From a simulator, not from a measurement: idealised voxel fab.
Process module under the name voxel transistor to metal
Section shown: cut. Width: 290 nm. Cell size: 5 nm, square.
A cross-section is a grid of square cells, given in bands from the top down. A band is one or more rows of cells.
Band entry format. Leading values: height of top, height of bottom, nm. Remainder: materials in left-to-right order, each with its width in nm. Special words: "all across" on a single material, which then fills the band edge to edge; "air", empty space.
Heights from 0 (as-received wafer is one material below). Bottom band endless downward, as "from 0 down".
Width spec "30..40" -> top row of cells at first value, bottom row at second value, equal per-row change in between.
"nothing was modified", as given for a step, is the statement that not any cell of the cross-section underwent a change during that step.
This entry, "Enclosed void catalog", enumerates those empty regions of no fewer than 8 cells that possess no open connection to the top. Each region is reported in the form width x height at distance, the distance being taken from the left edge, with all three quantities expressed in nm.
Post-settings text on a step line: simulator's own remark regarding the step.
When a step includes a mask, the "overlay nm" setting on its line states how far to the right of its planned place that mask lay, and negative values state how far to the left.
This section lists the process steps that were planned:
- 1: RECEIVE, material Si
- 2: OXIDIZE, depth nm 5
- 3: CONFORMAL_DEP, material SiN, thk nm 10
- 4: MASKED_ETCH, tone cover, mask id ACTIVE, width nm 95, pitch nm 115, etch materials SiN, depth nm 10, overlay nm 0
- 5: MASKED_ETCH, tone cover, mask id ACTIVE, width nm 95, pitch nm 115, etch materials SiO2, depth nm 5, overlay nm 0
- 6: MASKED_ETCH, tone cover, mask id ACTIVE, width nm 95, pitch nm 115, etch materials Si, depth nm 35, overlay nm 0
- 7: FILL_DEP, material SiO2, thk nm 10
- 8: CMP, height nm 10
- 9: SELECTIVE_ETCH, etch materials SiO2, depth nm 5
- 10: STRIP, etch materials SiN
- 11: SELECTIVE_ETCH, etch materials SiO2, depth nm 5
- 12: OXIDIZE, depth nm 5
- 13: DIRECTIONAL_DEP, material polySi, thk nm 20
- 14: DIRECTIONAL_DEP, material SiCN, thk nm 10
- 15: MASKED_ETCH, tone cover, mask id GATE, width nm 15, pitch nm 115, etch materials SiCN, depth nm 20, overlay nm 0
- 16: MASKED_ETCH, tone cover, mask id GATE, width nm 15, pitch nm 115, etch materials polySi, depth nm 30, overlay nm 0
- 17: CONFORMAL_DEP, material SiO2, thk nm 5
- 18: DIRECTIONAL_ETCH, etch materials SiO2, depth nm 5
- 19: CONFORMAL_DEP, material SiN, thk nm 10
- 20: DIRECTIONAL_ETCH, etch materials SiN, depth nm 10
- 21: DIRECTIONAL_ETCH, etch materials SiO2, depth nm 5
- 22: DIRECTIONAL_ETCH, etch materials Si, depth nm 10
- 23: EPI, material nSi, thk nm 10
- 24: FILL_DEP, material SiO2, thk nm 10
- 25: CMP, height nm 25
- 26: DIRECTIONAL_DEP, material SiO2, thk nm 15
- 27: PATTERN, tone open, mask id CONTACT, material resist, width nm 20, thk nm 15, overlay nm 0
- 28: DIRECTIONAL_ETCH, etch materials SiO2, depth nm 40
- 29: STRIP, etch materials resist
- 30: CONFORMAL_DEP, material TiN, thk nm 5
- 31: FILL_DEP, material W, thk nm 10
- 32: CMP, height nm 40
- 33: CONFORMAL_DEP, material SiN, thk nm 5
- 34: DIRECTIONAL_DEP, material lowk, thk nm 20
- 35: DIRECTIONAL_DEP, material aC, thk nm 10
- 36: PATTERN, tone open, mask id METAL_1, material resist, width nm 20, thk nm 25, overlay nm 0
- 37: DIRECTIONAL_ETCH, etch materials aC, depth nm 10
- 38: STRIP, etch materials resist
- 39: DIRECTIONAL_ETCH, etch materials lowk, depth nm 20
- 40: DIRECTIONAL_ETCH, etch materials SiN, depth nm 5
- 41: STRIP, etch materials aC
- 42: CONFORMAL_DEP, material TiN, thk nm 5
- 43: FILL_DEP, material Cu, thk nm 5
- 44: CMP, height nm 65
- 45: CONFORMAL_DEP, material SiCN, thk nm 5
- 46: DIRECTIONAL_DEP, material lowk, thk nm 30
- 47: DIRECTIONAL_DEP, material aC, thk nm 15
- 48: PATTERN, tone open, mask id METAL_2, material resist, width nm 20, pitch nm 115, thk nm 35, overlay nm 0
- 49: DIRECTIONAL_ETCH, etch materials aC, depth nm 15
- 50: STRIP, etch materials resist
- 51: DIRECTIONAL_ETCH, etch materials lowk, depth nm 20
- 52: STRIP, etch materials aC
- 53: MASKED_ETCH, tone open, mask id METAL_2_HOLES, width nm 15, pitch nm 115, etch materials lowk, depth nm 10, overlay nm 0
- 54: MASKED_ETCH, tone open, mask id METAL_2_HOLES, width nm 15, pitch nm 115, etch materials SiCN, depth nm 5, overlay nm 0
- 55: CONFORMAL_DEP, material TiN, thk nm 5
- 56: FILL_DEP, material Cu, thk nm 5
- 57: CMP, height nm 100
- 58: CONFORMAL_DEP, material SiCN, thk nm 5
As received, after step 1:
  from 0 down = Si all across
  Enclosed void catalog: none
Looking at the first of two wafers in cross-section at end of module - ran to plan:
  from 105 to 100 = SiCN all across
  from 100 to 85 = 45 of lowk / 5 of TiN / 10 of Cu / 5 of TiN / 95 of lowk / 5 of TiN / 10 of Cu / 5 of TiN / 110 of lowk
  from 85 to 80 = 45 of lowk / 5 of TiN / 5 of Cu / 10 of TiN / 95 of lowk / 5 of TiN / 5 of Cu / 10 of TiN / 110 of lowk
  from 80 to 70 = 45 of lowk / 5 of TiN / 5 of Cu / 5 of TiN / 100 of lowk / 5 of TiN / 5 of Cu / 5 of TiN / 115 of lowk
  from 70 to 65 = 45 of SiCN / 15 of TiN / 100 of SiCN / 15 of TiN / 115 of SiCN
  from 65 to 45 = 45 of lowk / 5 of TiN / 10 of Cu / 5 of TiN / 45 of lowk / 5 of TiN / 10 of Cu / 5 of TiN / 30 of lowk / 5 of TiN / 10 of Cu / 5 of TiN / 45 of lowk / 5 of TiN / 10 of Cu / 5 of TiN / 45 of lowk
  from 45 to 40 = 45 of SiN / 20 of TiN / 45 of SiN / 20 of TiN / 30 of SiN / 20 of TiN / 45 of SiN / 20 of TiN / 45 of SiN
  from 40 to 25 = 45 of SiO2 / 5 of TiN / 10 of W / 5 of TiN / 45 of SiO2 / 5 of TiN / 10 of W / 5 of TiN / 30 of SiO2 / 5 of TiN / 10 of W / 5 of TiN / 45 of SiO2 / 5 of TiN / 10 of W / 5 of TiN / 45 of SiO2
  from 25 to 15 = 45 of SiO2 / 5 of TiN / 10 of W / 5 of TiN / 10 of SiN / 5 of SiO2 / 15 of SiCN / 5 of SiO2 / 10 of SiN / 5 of TiN / 10 of W / 5 of TiN / 30 of SiO2 / 5 of TiN / 10 of W / 5 of TiN / 10 of SiN / 5 of SiO2 / 15 of SiCN / 5 of SiO2 / 10 of SiN / 5 of TiN / 10 of W / 5 of TiN / 45 of SiO2
  from 15 to 5 = 45 of SiO2 / 5 of TiN / 10 of W / 5 of TiN / 10 of SiN / 5 of SiO2 / 15 of polySi / 5 of SiO2 / 10 of SiN / 5 of TiN / 10 of W / 5 of TiN / 30 of SiO2 / 5 of TiN / 10 of W / 5 of TiN / 10 of SiN / 5 of SiO2 / 15 of polySi / 5 of SiO2 / 10 of SiN / 5 of TiN / 10 of W / 5 of TiN / 45 of SiO2
  from 5 to 0 = 45 of SiO2 / 20 of TiN / 10 of SiN / 5 of SiO2 / 15 of polySi / 5 of SiO2 / 10 of SiN / 20 of TiN / 30 of SiO2 / 20 of TiN / 10 of SiN / 5 of SiO2 / 15 of polySi / 5 of SiO2 / 10 of SiN / 20 of TiN / 45 of SiO2
  from 0 to -5 = 40 of SiO2 / 10 of SiN / 15 of nSi / 10 of SiN / 5 of SiO2 / 15 of polySi / 5 of SiO2 / 10 of SiN / 15 of nSi / 10 of SiN / 20 of SiO2 / 10 of SiN / 15 of nSi / 10 of SiN / 5 of SiO2 / 15 of polySi / 5 of SiO2 / 10 of SiN / 15 of nSi / 10 of SiN / 40 of SiO2
  from -5 to -10 = 50 of SiO2 / 15 of nSi / 45 of SiO2 / 15 of nSi / 40 of SiO2 / 15 of nSi / 45 of SiO2 / 15 of nSi / 50 of SiO2
  from -10 to -20 = 40 of SiO2 / 10 of Si / 15 of nSi / 45 of Si / 15 of nSi / 10 of Si / 20 of SiO2 / 10 of Si / 15 of nSi / 45 of Si / 15 of nSi / 10 of Si / 40 of SiO2
  from -20 to -40 = 40 of SiO2 / 95 of Si / 20 of SiO2 / 95 of Si / 40 of SiO2
  from -40 down = Si all across
  Enclosed void catalog: none
Wafer two, end of module, cross-section. Same start, same plan as wafer one. One mistake in the run:
  from 105 to 100 = SiCN all across
  from 100 to 95 = 50 of TiN / 5 of Cu / 110 of TiN / 5 of Cu / 120 of TiN
  from 95 to 90 = 45 of lowk / 5 of TiN / 5 of Cu / 5 of TiN / 100 of lowk / 5 of TiN / 5 of Cu / 5 of TiN / 115 of lowk
  from 90 to 85 = 45 of lowk / 15 of TiN / 100 of lowk / 15 of TiN / 115 of lowk
  from 85 to 70 = aC all across
  from 70 to 65 = SiCN all across
  from 65 to 45 = 45 of lowk / 5 of TiN / 10 of Cu / 5 of TiN / 45 of lowk / 5 of TiN / 10 of Cu / 5 of TiN / 30 of lowk / 5 of TiN / 10 of Cu / 5 of TiN / 45 of lowk / 5 of TiN / 10 of Cu / 5 of TiN / 45 of lowk
  from 45 to 40 = 45 of SiN / 20 of TiN / 45 of SiN / 20 of TiN / 30 of SiN / 20 of TiN / 45 of SiN / 20 of TiN / 45 of SiN
  from 40 to 25 = 45 of SiO2 / 5 of TiN / 10 of W / 5 of TiN / 45 of SiO2 / 5 of TiN / 10 of W / 5 of TiN / 30 of SiO2 / 5 of TiN / 10 of W / 5 of TiN / 45 of SiO2 / 5 of TiN / 10 of W / 5 of TiN / 45 of SiO2
  from 25 to 15 = 45 of SiO2 / 5 of TiN / 10 of W / 5 of TiN / 10 of SiN / 5 of SiO2 / 15 of SiCN / 5 of SiO2 / 10 of SiN / 5 of TiN / 10 of W / 5 of TiN / 30 of SiO2 / 5 of TiN / 10 of W / 5 of TiN / 10 of SiN / 5 of SiO2 / 15 of SiCN / 5 of SiO2 / 10 of SiN / 5 of TiN / 10 of W / 5 of TiN / 45 of SiO2
  from 15 to 5 = 45 of SiO2 / 5 of TiN / 10 of W / 5 of TiN / 10 of SiN / 5 of SiO2 / 15 of polySi / 5 of SiO2 / 10 of SiN / 5 of TiN / 10 of W / 5 of TiN / 30 of SiO2 / 5 of TiN / 10 of W / 5 of TiN / 10 of SiN / 5 of SiO2 / 15 of polySi / 5 of SiO2 / 10 of SiN / 5 of TiN / 10 of W / 5 of TiN / 45 of SiO2
  from 5 to 0 = 45 of SiO2 / 20 of TiN / 10 of SiN / 5 of SiO2 / 15 of polySi / 5 of SiO2 / 10 of SiN / 20 of TiN / 30 of SiO2 / 20 of TiN / 10 of SiN / 5 of SiO2 / 15 of polySi / 5 of SiO2 / 10 of SiN / 20 of TiN / 45 of SiO2
  from 0 to -5 = 40 of SiO2 / 10 of SiN / 15 of nSi / 10 of SiN / 5 of SiO2 / 15 of polySi / 5 of SiO2 / 10 of SiN / 15 of nSi / 10 of SiN / 20 of SiO2 / 10 of SiN / 15 of nSi / 10 of SiN / 5 of SiO2 / 15 of polySi / 5 of SiO2 / 10 of SiN / 15 of nSi / 10 of SiN / 40 of SiO2
  from -5 to -10 = 50 of SiO2 / 15 of nSi / 45 of SiO2 / 15 of nSi / 40 of SiO2 / 15 of nSi / 45 of SiO2 / 15 of nSi / 50 of SiO2
  from -10 to -20 = 40 of SiO2 / 10 of Si / 15 of nSi / 45 of Si / 15 of nSi / 10 of Si / 20 of SiO2 / 10 of Si / 15 of nSi / 45 of Si / 15 of nSi / 10 of Si / 40 of SiO2
  from -20 to -40 = 40 of SiO2 / 95 of Si / 20 of SiO2 / 95 of Si / 40 of SiO2
  from -40 down = Si all across
  Enclosed void catalog: none
Which mistake was made when the wafer was run? ran 46 and 47 in swapped order versus the plan
Final cells, second wafer relative to first, materials higher or lower: Cu: 14 fewer | SiCN: 6 more | TiN: 34 more | aC: 174 more | lowk: 200 fewer
